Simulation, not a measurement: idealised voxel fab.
process module | voxel transistor to metal
cross-section cut | 175 nm wide | cells 5 nm
A cross-section is a grid of square cells, given in bands from the top down. A band is one or more rows of cells.
Each band's line starts with the height of the band's top and of its bottom, in nm. Then come its materials from left to right, each with its width in nm. One material with "throughout" fills the band from edge to edge. "air" is empty space.
Height 0 is the level under which the wafer as received is all one material. The lowest band goes on downwards, as in "0 down".
A width such as "30 to 40" changes by the same amount from each row of cells to the next, from the band's top row to its bottom row.
"no change" after a step means that no cell of the cross-section changed.
closed voids: empty space of 8 cells or more with no open way to the top, each as width x height at its distance from the left edge, in nm
after a step's settings: what the simulator itself notes on the step
overlay nm, on a step with a mask: how far to the right of its planned place the mask lay; to the left if negative
Each pair below shows a cross-section before one step and the cross-section after it, down to the lowest band that changed. The line under each pair gives the step between them, with its settings. The pairs can come from different runs of this module on the same starting wafer, so a pair continues from the pair above only where its "before" says so.
before
  85 to 60: air 40 | W 20 | air 50 | W 20 | air 45
  60 to 55: air 40 | TiN 20 | air 50 | TiN 20 | air 45
  55 to 45: SiO2 40 | TiN 5 | W 20 | TiN 5 | SiO2 30 | TiN 5 | W 20 | TiN 5 | SiO2 45
  45 to 30: SiO2 40 | TiN 5 | W 20 | TiN 5 | SiO2 5 | SiCN 20 | SiO2 5 | TiN 5 | W 20 | TiN 5 | SiO2 45
  30 to 15: SiO2 40 | TiN 5 | W 20 | TiN 5 | SiO2 5 | polySi 20 | SiO2 5 | TiN 5 | W 20 | TiN 5 | SiO2 45
  15 to 10: SiO2 40 | TiN 30 | SiO2 5 | polySi 20 | SiO2 5 | TiN 30 | SiO2 45
  10 to 0: SiO2 55 | SiGe 15 | SiO2 5 | polySi 20 | SiO2 5 | SiGe 15 | SiO2 60
  0 to -5: SiO2 55 | SiGe 15 | SiO2 30 | SiGe 15 | SiO2 60
  -5 to -20: SiO2 35 | SiGe 35 | Si 30 | SiGe 35 | SiO2 40
  -20 to -40: SiO2 35 | Si 100 | SiO2 40
  -40 down: Si throughout
  closed voids: none
after
  90 to 85: air 35 | SiN 30 | air 40 | SiN 30 | air 40
  85 to 60: air 35 | SiN 5 | W 20 | SiN 5 | air 40 | SiN 5 | W 20 | SiN 5 | air 40
  60 to 55: SiN 40 | TiN 20 | SiN 50 | TiN 20 | SiN 45
  below 55: unchanged
  closed voids: none
the step between: op CONFORMAL_DEP | material SiN | thk nm 5
before: the cross-section after the pair above
after
  95 to 90: lowk throughout
  90 to 85: lowk 35 | SiN 30 | lowk 40 | SiN 30 | lowk 40
  85 to 60: lowk 35 | SiN 5 | W 20 | SiN 5 | lowk 40 | SiN 5 | W 20 | SiN 5 | lowk 40
  below 60: unchanged
  closed voids: none
the step between: op FILL_DEP | material lowk | thk nm 5
before: the cross-section after the pair above
after
  85 to 60: lowk 35 | SiN 5 | W 20 | SiN 5 | lowk 40 | SiN 5 | W 20 | SiN 5 | lowk 40
  below 60: unchanged
  closed voids: none
the step between: op CMP | height nm 85
before: the cross-section after the pair above
after
  90 to 85: SiCN throughout
  below 85: unchanged
  closed voids: none
the step between: op CONFORMAL_DEP | material SiCN | thk nm 5
before: the cross-section after the pair above
after
  125 to 90: lowk throughout
  below 90: unchanged
  closed voids: none
the step between: op DIRECTIONAL_DEP | material lowk | thk nm 35
before: the cross-section after the pair above
after
  125 to 105: lowk 40 | air 20 | lowk 50 | air 20 | lowk 45
  below 105: unchanged
  closed voids: none
the step between: op MASKED_ETCH | tone open | mask id METAL_2 | width nm 20 | pitch nm 70 | etch materials lowk | depth nm 20 | overlay nm 0
before: the cross-section after the pair above
after
  140 to 125: aC 40 | air 20 | aC 50 | air 20 | aC 45
  125 to 120: lowk 40 | air 20 | lowk 50 | air 20 | lowk 45
  120 to 105: lowk 40 | aC 20 | lowk 50 | aC 20 | lowk 45
  below 105: unchanged
  closed voids: none
the step between: op DIRECTIONAL_DEP | material aC | thk nm 15
before: the cross-section after the pair above
after
  175 to 140: resist 40 | air 15 | resist 55 | air 15 | resist 50
  140 to 125: aC 40 | air 15 | resist 5 | aC 50 | air 15 | resist 5 | aC 45
  125 to 120: lowk 40 | air 15 | resist 5 | lowk 50 | air 15 | resist 5 | lowk 45
  below 120: unchanged
  closed voids: none
the step between: op PATTERN | tone open | mask id METAL_2_HOLES | material resist | width nm 15 | pitch nm 70 | thk nm 35 | overlay nm 0
before: the cross-section after the pair above
after
  160 to 140: resist 40 | air 15 | resist 55 | air 15 | resist 50
  140 to 125: aC 40 | air 15 | resist 5 | aC 50 | air 15 | resist 5 | aC 45
  125 to 120: lowk 40 | air 15 | resist 5 | lowk 50 | air 15 | resist 5 | lowk 45
  120 to 105: lowk 40 | air 15 | aC 5 | lowk 50 | air 15 | aC 5 | lowk 45
  below 105: unchanged
  closed voids: none
the step between: op DIRECTIONAL_ETCH | etch materials aC | depth nm 15
before: the cross-section after the pair above
after
  140 to 125: aC 40 | air 20 | aC 50 | air 20 | aC 45
  125 to 120: lowk 40 | air 20 | lowk 50 | air 20 | lowk 45
  below 120: unchanged
  closed voids: none
the step between: op STRIP | etch materials resist
before: the cross-section after the pair above
after
  140 to 125: aC 40 | air 20 | aC 50 | air 20 | aC 45
  125 to 120: lowk 40 | air 20 | lowk 50 | air 20 | lowk 45
  120 to 105: lowk 40 | air 15 | aC 5 | lowk 50 | air 15 | aC 5 | lowk 45
  105 to 90: lowk 40 | air 15 | lowk 55 | air 15 | lowk 50
  below 90: unchanged
  closed voids: none
the step between: op DIRECTIONAL_ETCH | etch materials lowk | depth nm 15
before: the cross-section after the pair above
after
  140 to 125: aC 40 | air 20 | aC 50 | air 20 | aC 45
  125 to 120: lowk 40 | air 20 | lowk 50 | air 20 | lowk 45
  120 to 105: lowk 40 | air 15 | aC 5 | lowk 50 | air 15 | aC 5 | lowk 45
  105 to 90: lowk 40 | air 15 | lowk 55 | air 15 | lowk 50
  90 to 85: SiCN 40 | air 15 | SiCN 55 | air 15 | SiCN 50
  below 85: unchanged
  closed voids: none
the step between: op DIRECTIONAL_ETCH | etch materials SiCN | depth nm 5
before: the cross-section after the pair above
after
  125 to 105: lowk 40 | air 20 | lowk 50 | air 20 | lowk 45
  below 105: unchanged
  closed voids: none
the step between: op STRIP | etch materials aC
before: the cross-section after the pair above
after
  130 to 125: TiN 45 | air 10 | TiN 60 | air 10 | TiN 50
  125 to 110: lowk 40 | TiN 5 | air 10 | TiN 5 | lowk 50 | TiN 5 | air 10 | TiN 5 | lowk 45
  110 to 105: lowk 40 | TiN 5 | air 5 | TiN 10 | lowk 50 | TiN 5 | air 5 | TiN 10 | lowk 45
  105 to 90: lowk 40 | TiN 5 | air 5 | TiN 5 | lowk 55 | TiN 5 | air 5 | TiN 5 | lowk 50
  90 to 85: SiCN 40 | TiN 15 | SiCN 55 | TiN 15 | SiCN 50
  below 85: unchanged
  closed voids: none
the step between: op CONFORMAL_DEP | material TiN | thk nm 5
before: the cross-section after the pair above
after
  135 to 130: Ru throughout
  130 to 125: TiN 45 | Ru 10 | TiN 60 | Ru 10 | TiN 50
  125 to 110: lowk 40 | TiN 5 | Ru 10 | TiN 5 | lowk 50 | TiN 5 | Ru 10 | TiN 5 | lowk 45
  110 to 105: lowk 40 | TiN 5 | Ru 5 | TiN 10 | lowk 50 | TiN 5 | Ru 5 | TiN 10 | lowk 45
  105 to 90: lowk 40 | TiN 5 | Ru 5 | TiN 5 | lowk 55 | TiN 5 | Ru 5 | TiN 5 | lowk 50
  below 90: unchanged
  closed voids: none
the step between: op FILL_DEP | material Ru | thk nm 5
before: the cross-section after the pair above
after
  125 to 110: lowk 40 | TiN 5 | Ru 10 | TiN 5 | lowk 50 | TiN 5 | Ru 10 | TiN 5 | lowk 45
  below 110: unchanged
  closed voids: none
the step between: op CMP | height nm 125
before: the cross-section after the pair above
after
  130 to 125: SiN throughout
  below 125: unchanged
  closed voids: none
the step between: op CONFORMAL_DEP | material SiN | thk nm 5
before
  25 to 15: air 30 | aC 110 | air 35
  15 to 5: air 30 | SiN 110 | air 35
  5 to 0: air 30 | SiO2 110 | air 35
  0 to -35: air 30 | Si 110 | air 35
  -35 down: Si throughout
  closed voids: none
after
  25 to 15: air 30 | aC 110 | air 35
  15 to 5: air 30 | SiN 110 | air 35
  5 to 0: air 30 | SiO2 110 | air 35
  0 to -70: air 30 | Si 110 | air 35
  below -70: unchanged
  closed voids: none
the step between: op DIRECTIONAL_ETCH | etch materials Si | depth nm 35
before: the cross-section after the pair above
after
  15 to 5: air 30 | SiN 110 | air 35
  below 5: unchanged
  closed voids: none
the step between: op STRIP | etch materials aC
before: the cross-section after the pair above
after
  15 to 5: air 30 | SiN 110 | air 35
  5 to 0: air 30 | SiO2 110 | air 35
  0 to -70: air 30 | SiO2 5 | Si 100 | SiO2 5 | air 35
  -70 to -75: SiO2 35 | Si 100 | SiO2 40
  below -75: unchanged
  closed voids: none
the step between: op OXIDIZE | depth nm 5
before: the cross-section after the pair above
after
  20 to 15: SiO2 throughout
  15 to 5: SiO2 30 | SiN 110 | SiO2 35
  5 to 0: SiO2 throughout
  0 to -75: SiO2 35 | Si 100 | SiO2 40
  below -75: unchanged
  closed voids: none
the step between: op FILL_DEP | material SiO2 | thk nm 5
before: the cross-section after the pair above
after
  15 to 5: SiO2 30 | SiN 110 | SiO2 35
  below 5: unchanged
  closed voids: none
the step between: op CMP | height nm 15
before: the cross-section after the pair above
after
  15 to 10: air 30 | SiN 110 | air 35
  below 10: unchanged
  closed voids: none
the step between: op SELECTIVE_ETCH | etch materials SiO2 | depth nm 5
before: the cross-section after the pair above
after
  10 to 5: SiO2 30 | air 110 | SiO2 35
  below 5: unchanged
  closed voids: none
the step between: op STRIP | etch materials SiN
before: the cross-section after the pair above
after
  5 to 0: SiO2 25 | air 120 | SiO2 30
  below 0: unchanged
  closed voids: none
the step between: op SELECTIVE_ETCH | etch materials SiO2 | depth nm 5
before: the cross-section after the pair above
after
  5 to 0: SiO2 25 | air 120 | SiO2 30
  0 to -5: SiO2 throughout
  below -5: unchanged
  closed voids: none
the step between: op OXIDIZE | depth nm 5
before: the cross-section after the pair above
after
  35 to 30: polySi 25 | air 120 | polySi 30
  30 to 5: polySi throughout
  5 to 0: SiO2 25 | polySi 120 | SiO2 30
  below 0: unchanged
  closed voids: none
the step between: op DIRECTIONAL_DEP | material polySi | thk nm 30
before: the cross-section after the pair above
after
  50 to 45: SiCN 25 | air 120 | SiCN 30
  45 to 35: SiCN throughout
  35 to 30: polySi 25 | SiCN 120 | polySi 30
  below 30: unchanged
  closed voids: none
the step between: op DIRECTIONAL_DEP | material SiCN | thk nm 15
before: the cross-section after the pair above
after
  60 to 55: aC 25 | air 120 | aC 30
  55 to 50: aC throughout
  50 to 45: SiCN 25 | aC 120 | SiCN 30
  below 45: unchanged
  closed voids: none
the step between: op DIRECTIONAL_DEP | material aC | thk nm 10
before: the cross-section after the pair above
after
  85 to 60: air 75 | resist 20 | air 80
  60 to 55: aC 25 | air 50 | resist 20 | air 50 | aC 30
  below 55: unchanged
  closed voids: none
the step between: op PATTERN | tone cover | mask id GATE | material resist | width nm 20 | thk nm 25 | overlay nm 0
before: the cross-section after the pair above
after
  75 to 55: air 75 | resist 20 | air 80
  55 to 50: air 75 | aC 20 | air 80
  50 to 45: SiCN 25 | air 50 | aC 20 | air 50 | SiCN 30
  below 45: unchanged
  closed voids: none
the step between: op DIRECTIONAL_ETCH | etch materials aC | depth nm 10
before: the cross-section after the pair above
after
  55 to 50: air 75 | aC 20 | air 80
  below 50: unchanged
  closed voids: none
the step between: op STRIP | etch materials resist
before: the cross-section after the pair above
after
  55 to 45: air 75 | aC 20 | air 80
  45 to 35: air 75 | SiCN 20 | air 80
  35 to 30: polySi 25 | air 50 | SiCN 20 | air 50 | polySi 30
  below 30: unchanged
  closed voids: none
the step between: op DIRECTIONAL_ETCH | etch materials SiCN | depth nm 25
before: the cross-section after the pair above
after
  55 to 45: air 75 | aC 20 | air 80
  45 to 30: air 75 | SiCN 20 | air 80
  30 to 5: air 75 | polySi 20 | air 80
  5 to 0: SiO2 25 | air 50 | polySi 20 | air 50 | SiO2 30
  below 0: unchanged
  closed voids: none
the step between: op DIRECTIONAL_ETCH | etch materials polySi | depth nm 40
before: the cross-section after the pair above
after
  45 to 30: air 75 | SiCN 20 | air 80
  below 30: unchanged
  closed voids: none
the step between: op STRIP | etch materials aC
before: the cross-section after the pair above
after
  50 to 45: air 70 | SiO2 30 | air 75
  45 to 30: air 70 | SiO2 5 | SiCN 20 | SiO2 5 | air 75
  30 to 10: air 70 | SiO2 5 | polySi 20 | SiO2 5 | air 75
  10 to 5: SiO2 30 | air 40 | SiO2 5 | polySi 20 | SiO2 5 | air 40 | SiO2 35
  5 to 0: SiO2 75 | polySi 20 | SiO2 80
  below 0: unchanged
  closed voids: none
the step between: op CONFORMAL_DEP | material SiO2 | thk nm 5
before: the cross-section after the pair above
after
  45 to 30: air 70 | SiO2 5 | SiCN 20 | SiO2 5 | air 75
  30 to 5: air 70 | SiO2 5 | polySi 20 | SiO2 5 | air 75
  5 to 0: SiO2 30 | air 40 | SiO2 5 | polySi 20 | SiO2 5 | air 40 | SiO2 35
  below 0: unchanged
  closed voids: none
the step between: op DIRECTIONAL_ETCH | etch materials SiO2 | depth nm 5
before: the cross-section after the pair above
after
  55 to 45: air 60 | SiN 50 | air 65
  45 to 30: air 60 | SiN 10 | SiO2 5 | SiCN 20 | SiO2 5 | SiN 10 | air 65
  30 to 15: air 60 | SiN 10 | SiO2 5 | polySi 20 | SiO2 5 | SiN 10 | air 65
  15 to 10: SiN 40 | air 20 | SiN 10 | SiO2 5 | polySi 20 | SiO2 5 | SiN 10 | air 20 | SiN 45
  10 to 5: SiN 70 | SiO2 5 | polySi 20 | SiO2 5 | SiN 75
  5 to 0: SiO2 30 | SiN 40 | SiO2 5 | polySi 20 | SiO2 5 | SiN 40 | SiO2 35
  below 0: unchanged
  closed voids: none
the step between: op CONFORMAL_DEP | material SiN | thk nm 10
before: the cross-section after the pair above
after
  45 to 30: air 60 | SiN 10 | SiO2 5 | SiCN 20 | SiO2 5 | SiN 10 | air 65
  30 to 5: air 60 | SiN 10 | SiO2 5 | polySi 20 | SiO2 5 | SiN 10 | air 65
  5 to 0: SiO2 30 | SiN 10 | air 20 | SiN 10 | SiO2 5 | polySi 20 | SiO2 5 | SiN 10 | air 20 | SiN 10 | SiO2 35
  below 0: unchanged
  closed voids: none
the step between: op DIRECTIONAL_ETCH | etch materials SiN | depth nm 10
before: the cross-section after the pair above
after
  45 to 40: air 60 | SiN 10 | air 5 | SiCN 20 | air 5 | SiN 10 | air 65
  40 to 30: air 60 | SiN 10 | SiO2 5 | SiCN 20 | SiO2 5 | SiN 10 | air 65
  30 to 5: air 60 | SiN 10 | SiO2 5 | polySi 20 | SiO2 5 | SiN 10 | air 65
  5 to 0: air 30 | SiN 10 | air 20 | SiN 10 | SiO2 5 | polySi 20 | SiO2 5 | SiN 10 | air 20 | SiN 10 | air 35
  0 to -5: SiO2 40 | air 20 | SiO2 50 | air 20 | SiO2 45
  below -5: unchanged
  closed voids: none
the step between: op DIRECTIONAL_ETCH | etch materials SiO2 | depth nm 5
before: the cross-section after the pair above
after
  45 to 40: air 60 | SiN 10 | air 5 | SiCN 20 | air 5 | SiN 10 | air 65
  40 to 30: air 60 | SiN 10 | SiO2 5 | SiCN 20 | SiO2 5 | SiN 10 | air 65
  30 to 5: air 60 | SiN 10 | SiO2 5 | polySi 20 | SiO2 5 | SiN 10 | air 65
  5 to 0: air 30 | SiN 10 | air 20 | SiN 10 | SiO2 5 | polySi 20 | SiO2 5 | SiN 10 | air 20 | SiN 10 | air 35
  0 to -5: SiO2 40 | air 20 | SiO2 50 | air 20 | SiO2 45
  -5 to -20: SiO2 35 | Si 5 | air 20 | Si 50 | air 20 | Si 5 | SiO2 40
  below -20: unchanged
  closed voids: none
the step between: op DIRECTIONAL_ETCH | etch materials Si | depth nm 15
before: the cross-section after the pair above
after
  45 to 40: air 60 | SiN 10 | air 5 | SiCN 20 | air 5 | SiN 10 | air 65
  40 to 30: air 60 | SiN 10 | SiO2 5 | SiCN 20 | SiO2 5 | SiN 10 | air 65
  30 to 10: air 60 | SiN 10 | SiO2 5 | polySi 20 | SiO2 5 | SiN 10 | air 65
  10 to 5: air 35 | SiGe 25 | SiN 10 | SiO2 5 | polySi 20 | SiO2 5 | SiN 10 | SiGe 25 | air 40
  5 to 0: air 30 | SiN 10 | SiGe 20 | SiN 10 | SiO2 5 | polySi 20 | SiO2 5 | SiN 10 | SiGe 20 | SiN 10 | air 35
  0 to -5: SiO2 40 | SiGe 20 | SiO2 50 | SiGe 20 | SiO2 45
  -5 to -20: SiO2 35 | Si 5 | SiGe 20 | Si 50 | SiGe 20 | Si 5 | SiO2 40
  below -20: unchanged
  closed voids: none
the step between: op EPI | material SiGe | thk nm 15
before: the cross-section after the pair above
after
  55 to 45: SiO2 throughout
  45 to 30: SiO2 60 | SiN 10 | SiO2 5 | SiCN 20 | SiO2 5 | SiN 10 | SiO2 65
  30 to 10: SiO2 60 | SiN 10 | SiO2 5 | polySi 20 | SiO2 5 | SiN 10 | SiO2 65
  10 to 5: SiO2 35 | SiGe 25 | SiN 10 | SiO2 5 | polySi 20 | SiO2 5 | SiN 10 | SiGe 25 | SiO2 40
  5 to 0: SiO2 30 | SiN 10 | SiGe 20 | SiN 10 | SiO2 5 | polySi 20 | SiO2 5 | SiN 10 | SiGe 20 | SiN 10 | SiO2 35
  below 0: unchanged
  closed voids: none
the step between: op FILL_DEP | material SiO2 | thk nm 10
before: the cross-section after the pair above
after
  45 to 30: SiO2 60 | SiN 10 | SiO2 5 | SiCN 20 | SiO2 5 | SiN 10 | SiO2 65
  below 30: unchanged
  closed voids: none
the step between: op CMP | height nm 45
before: the cross-section after the pair above
after
  55 to 45: SiO2 throughout
  below 45: unchanged
  closed voids: none
the step between: op DIRECTIONAL_DEP | material SiO2 | thk nm 10
before: the cross-section after the pair above
after
  70 to 55: aC throughout
  below 55: unchanged
  closed voids: none
the step between: op DIRECTIONAL_DEP | material aC | thk nm 15
before: the cross-section after the pair above
after
  105 to 70: resist 40 | air 30 | resist 30 | air 30 | resist 45
  below 70: unchanged
  closed voids: none
the step between: op PATTERN | tone open | mask id CONTACT | material resist | width nm 30 | pitch nm 60 | thk nm 35 | overlay nm 0
before: the cross-section after the pair above
after
  90 to 70: resist 40 | air 30 | resist 30 | air 30 | resist 45
  70 to 55: aC 40 | air 30 | aC 30 | air 30 | aC 45
  below 55: unchanged
  closed voids: none
the step between: op DIRECTIONAL_ETCH | etch materials aC | depth nm 15
before: the cross-section after the pair above
after
  70 to 55: aC 40 | air 30 | aC 30 | air 30 | aC 45
  below 55: unchanged
  closed voids: none
the step between: op STRIP | etch materials resist
before: the cross-section after the pair above
after
  70 to 55: aC 40 | air 30 | aC 30 | air 30 | aC 45
  55 to 45: SiO2 40 | air 30 | SiO2 30 | air 30 | SiO2 45
  45 to 30: SiO2 40 | air 20 | SiN 10 | SiO2 5 | SiCN 20 | SiO2 5 | SiN 10 | air 20 | SiO2 45
  30 to 10: SiO2 40 | air 20 | SiN 10 | SiO2 5 | polySi 20 | SiO2 5 | SiN 10 | air 20 | SiO2 45
  below 10: unchanged
  closed voids: none
the step between: op DIRECTIONAL_ETCH | etch materials SiO2 | depth nm 45
before: the cross-section after the pair above
after
  55 to 45: SiO2 40 | air 30 | SiO2 30 | air 30 | SiO2 45
  below 45: unchanged
  closed voids: none
the step between: op STRIP | etch materials aC
before: the cross-section after the pair above
after
  60 to 55: TiN 45 | air 20 | TiN 40 | air 20 | TiN 50
  55 to 45: SiO2 40 | TiN 5 | air 20 to 10 | TiN 5 to 15 | SiO2 30 | TiN 5 to 15 | air 20 to 10 | TiN 5 | SiO2 45
  45 to 30: SiO2 40 | TiN 5 | air 10 | TiN 5 | SiN 10 | SiO2 5 | SiCN 20 | SiO2 5 | SiN 10 | TiN 5 | air 10 | TiN 5 | SiO2 45
  30 to 15: SiO2 40 | TiN 5 | air 10 | TiN 5 | SiN 10 | SiO2 5 | polySi 20 | SiO2 5 | SiN 10 | TiN 5 | air 10 | TiN 5 | SiO2 45
  15 to 10: SiO2 40 | TiN 20 | SiN 10 | SiO2 5 | polySi 20 | SiO2 5 | SiN 10 | TiN 20 | SiO2 45
  below 10: unchanged
  closed voids: none
the step between: op CONFORMAL_DEP | material TiN | thk nm 5
before: the cross-section after the pair above
after
  65 to 60: W throughout
  60 to 55: TiN 45 | W 20 | TiN 40 | W 20 | TiN 50
  55 to 45: SiO2 40 | TiN 5 | W 20 to 10 | TiN 5 to 15 | SiO2 30 | TiN 5 to 15 | W 20 to 10 | TiN 5 | SiO2 45
  45 to 30: SiO2 40 | TiN 5 | W 10 | TiN 5 | SiN 10 | SiO2 5 | SiCN 20 | SiO2 5 | SiN 10 | TiN 5 | W 10 | TiN 5 | SiO2 45
  30 to 15: SiO2 40 | TiN 5 | W 10 | TiN 5 | SiN 10 | SiO2 5 | polySi 20 | SiO2 5 | SiN 10 | TiN 5 | W 10 | TiN 5 | SiO2 45
  below 15: unchanged
  closed voids: none
the step between: op FILL_DEP | material W | thk nm 5
before: the cross-section after the pair above
after
  55 to 45: SiO2 40 | TiN 5 | W 20 to 10 | TiN 5 to 15 | SiO2 30 | TiN 5 to 15 | W 20 to 10 | TiN 5 | SiO2 45
  below 45: unchanged
  closed voids: none
the step between: op CMP | height nm 55
before: the cross-section after the pair above
after
  60 to 55: TiN throughout
  below 55: unchanged
  closed voids: none
the step between: op DIRECTIONAL_DEP | material TiN | thk nm 5
before: the cross-section after the pair above
after
  85 to 60: W throughout
  below 60: unchanged
  closed voids: none
the step between: op DIRECTIONAL_DEP | material W | thk nm 25
before: the cross-section after the pair above
after
  100 to 85: air 40 | resist 20 | air 50 | resist 20 | air 45
  below 85: unchanged
  closed voids: none
the step between: op PATTERN | tone cover | mask id METAL_1 | material resist | width nm 20 | pitch nm 70 | thk nm 15 | overlay nm 0
before: the cross-section after the pair above
after
  100 to 85: air 40 | resist 20 | air 50 | resist 20 | air 45
  85 to 60: air 40 | W 20 | air 50 | W 20 | air 45
  below 60: unchanged
  closed voids: none
the step between: op DIRECTIONAL_ETCH | etch materials W | depth nm 25
before: the cross-section after the pair above
after
  100 to 85: air 40 | resist 20 | air 50 | resist 20 | air 45
  85 to 60: air 40 | W 20 | air 50 | W 20 | air 45
  60 to 55: air 40 | TiN 20 | air 50 | TiN 20 | air 45
  below 55: unchanged
  closed voids: none
the step between: op DIRECTIONAL_ETCH | etch materials TiN | depth nm 5
before: the cross-section after the pair above
after
  85 to 60: air 40 | W 20 | air 50 | W 20 | air 45
  below 60: unchanged
  closed voids: none
the step between: op STRIP | etch materials resist
before: the cross-section after the pair above
after
  90 to 85: air 35 | SiN 30 | air 40 | SiN 30 | air 40
  85 to 60: air 35 | SiN 5 | W 20 | SiN 5 | air 40 | SiN 5 | W 20 | SiN 5 | air 40
  60 to 55: SiN 40 | TiN 20 | SiN 50 | TiN 20 | SiN 45
  below 55: unchanged
  closed voids: none
the step between: op CONFORMAL_DEP | material SiN | thk nm 5
before: the cross-section after the pair above
after
  95 to 90: lowk throughout
  90 to 85: lowk 35 | SiN 30 | lowk 40 | SiN 30 | lowk 40
  85 to 60: lowk 35 | SiN 5 | W 20 | SiN 5 | lowk 40 | SiN 5 | W 20 | SiN 5 | lowk 40
  below 60: unchanged
  closed voids: none
the step between: op FILL_DEP | material lowk | thk nm 5
before: the cross-section after the pair above
after
  85 to 60: lowk 35 | SiN 5 | W 20 | SiN 5 | lowk 40 | SiN 5 | W 20 | SiN 5 | lowk 40
  below 60: unchanged
  closed voids: none
the step between: op CMP | height nm 85
before: the cross-section after the pair above
after
  90 to 85: SiCN throughout
  below 85: unchanged
  closed voids: none
the step between: op CONFORMAL_DEP | material SiCN | thk nm 5
before: the cross-section after the pair above
after
  125 to 90: lowk throughout
  below 90: unchanged
  closed voids: none
the step between: op DIRECTIONAL_DEP | material lowk | thk nm 35
before: the cross-section after the pair above
after
  125 to 105: lowk 40 | air 20 | lowk 50 | air 20 | lowk 45
  below 105: unchanged
  closed voids: none
the step between: op MASKED_ETCH | tone open | mask id METAL_2 | width nm 20 | pitch nm 70 | etch materials lowk | depth nm 20 | overlay nm 0
before: the cross-section after the pair above
after
  140 to 125: aC 40 | air 20 | aC 50 | air 20 | aC 45
  125 to 120: lowk 40 | air 20 | lowk 50 | air 20 | lowk 45
  120 to 105: lowk 40 | aC 20 | lowk 50 | aC 20 | lowk 45
  below 105: unchanged
  closed voids: none
the step between: op DIRECTIONAL_DEP | material aC | thk nm 15
before: the cross-section after the pair above
after
  175 to 140: resist 40 | air 15 | resist 55 | air 15 | resist 50
  140 to 125: aC 40 | air 15 | resist 5 | aC 50 | air 15 | resist 5 | aC 45
  125 to 120: lowk 40 | air 15 | resist 5 | lowk 50 | air 15 | resist 5 | lowk 45
  below 120: unchanged
  closed voids: none
the step between: op PATTERN | tone open | mask id METAL_2_HOLES | material resist | width nm 15 | pitch nm 70 | thk nm 35 | overlay nm 0
before: the cross-section after the pair above
after
  160 to 140: resist 40 | air 15 | resist 55 | air 15 | resist 50
  140 to 125: aC 40 | air 15 | resist 5 | aC 50 | air 15 | resist 5 | aC 45
  125 to 120: lowk 40 | air 15 | resist 5 | lowk 50 | air 15 | resist 5 | lowk 45
  120 to 105: lowk 40 | air 15 | aC 5 | lowk 50 | air 15 | aC 5 | lowk 45
  below 105: unchanged
  closed voids: none
the step between: op DIRECTIONAL_ETCH | etch materials aC | depth nm 15
before: the cross-section after the pair above
after
  140 to 125: aC 40 | air 20 | aC 50 | air 20 | aC 45
  125 to 120: lowk 40 | air 20 | lowk 50 | air 20 | lowk 45
  below 120: unchanged
  closed voids: none
the step between: op STRIP | etch materials resist
before: the cross-section after the pair above
after
  140 to 125: aC 40 | air 20 | aC 50 | air 20 | aC 45
  125 to 120: lowk 40 | air 20 | lowk 50 | air 20 | lowk 45
  120 to 105: lowk 40 | air 15 | aC 5 | lowk 50 | air 15 | aC 5 | lowk 45
  105 to 90: lowk 40 | air 15 | lowk 55 | air 15 | lowk 50
  below 90: unchanged
  closed voids: none
the step between: op DIRECTIONAL_ETCH | etch materials lowk | depth nm 15
before: the cross-section after the pair above
after
  140 to 125: aC 40 | air 20 | aC 50 | air 20 | aC 45
  125 to 120: lowk 40 | air 20 | lowk 50 | air 20 | lowk 45
  120 to 105: lowk 40 | air 15 | aC 5 | lowk 50 | air 15 | aC 5 | lowk 45
  105 to 90: lowk 40 | air 15 | lowk 55 | air 15 | lowk 50
  90 to 85: SiCN 40 | air 15 | SiCN 55 | air 15 | SiCN 50
  below 85: unchanged
  closed voids: none
the step between: op DIRECTIONAL_ETCH | etch materials SiCN | depth nm 5
before: the cross-section after the pair above
after
  125 to 105: lowk 40 | air 20 | lowk 50 | air 20 | lowk 45
  below 105: unchanged
  closed voids: none
the step between: op STRIP | etch materials aC
before: the cross-section after the pair above
after
  130 to 125: TiN 45 | air 10 | TiN 60 | air 10 | TiN 50
  125 to 110: lowk 40 | TiN 5 | air 10 | TiN 5 | lowk 50 | TiN 5 | air 10 | TiN 5 | lowk 45
  110 to 105: lowk 40 | TiN 5 | air 5 | TiN 10 | lowk 50 | TiN 5 | air 5 | TiN 10 | lowk 45
  105 to 90: lowk 40 | TiN 5 | air 5 | TiN 5 | lowk 55 | TiN 5 | air 5 | TiN 5 | lowk 50
  90 to 85: SiCN 40 | TiN 15 | SiCN 55 | TiN 15 | SiCN 50
  below 85: unchanged
  closed voids: none
the step between: op CONFORMAL_DEP | material TiN | thk nm 5
before: the cross-section after the pair above
after
  135 to 130: Ru throughout
  130 to 125: TiN 45 | Ru 10 | TiN 60 | Ru 10 | TiN 50
  125 to 110: lowk 40 | TiN 5 | Ru 10 | TiN 5 | lowk 50 | TiN 5 | Ru 10 | TiN 5 | lowk 45
  110 to 105: lowk 40 | TiN 5 | Ru 5 | TiN 10 | lowk 50 | TiN 5 | Ru 5 | TiN 10 | lowk 45
  105 to 90: lowk 40 | TiN 5 | Ru 5 | TiN 5 | lowk 55 | TiN 5 | Ru 5 | TiN 5 | lowk 50
  below 90: unchanged
  closed voids: none
the step between: op FILL_DEP | material Ru | thk nm 5
before: the cross-section after the pair above
after
  125 to 110: lowk 40 | TiN 5 | Ru 10 | TiN 5 | lowk 50 | TiN 5 | Ru 10 | TiN 5 | lowk 45
  below 110: unchanged
  closed voids: none
the step between: op CMP | height nm 125
before: the cross-section after the pair above
after
  130 to 125: SiN throughout
  below 125: unchanged
  closed voids: none
the step between: op CONFORMAL_DEP | material SiN | thk nm 5
before
  15 to 5: SiO2 30 | SiN 110 | SiO2 35
  5 to 0: SiO2 throughout
  0 to -40: SiO2 35 | Si 100 | SiO2 40
  -40 down: Si throughout
  closed voids: none
after
  15 to 5: SiO2 30 | air 110 | SiO2 35
  below 5: unchanged
  closed voids: none
the step between: op STRIP | etch materials SiN
before: the cross-section after the pair above
after
  10 to 0: SiO2 25 | air 120 | SiO2 30
  below 0: unchanged
  closed voids: none
the step between: op SELECTIVE_ETCH | etch materials SiO2 | depth nm 5
before: the cross-section after the pair above
after
  5 to 0: SiO2 20 | air 130 | SiO2 25
  0 to -5: SiO2 20 | air 15 | Si 100 | air 15 | SiO2 25
  below -5: unchanged
  closed voids: none
the step between: op SELECTIVE_ETCH | etch materials SiO2 | depth nm 5
before: the cross-section after the pair above
after
  5 to 0: SiO2 20 | air 130 | SiO2 25
  0 to -5: SiO2 20 | air 15 | SiO2 100 | air 15 | SiO2 25
  -5 to -10: SiO2 40 | Si 90 | SiO2 45
  below -10: unchanged
  closed voids: none
the step between: op OXIDIZE | depth nm 5
before: the cross-section after the pair above
after
  35 to 30: polySi 20 | air 130 | polySi 25
  30 to 25: polySi 20 | air 15 | polySi 100 | air 15 | polySi 25
  25 to 5: polySi throughout
  5 to 0: SiO2 20 | polySi 130 | SiO2 25
  0 to -5: SiO2 20 | polySi 15 | SiO2 100 | polySi 15 | SiO2 25
  below -5: unchanged
  closed voids: none
the step between: op DIRECTIONAL_DEP | material polySi | thk nm 30
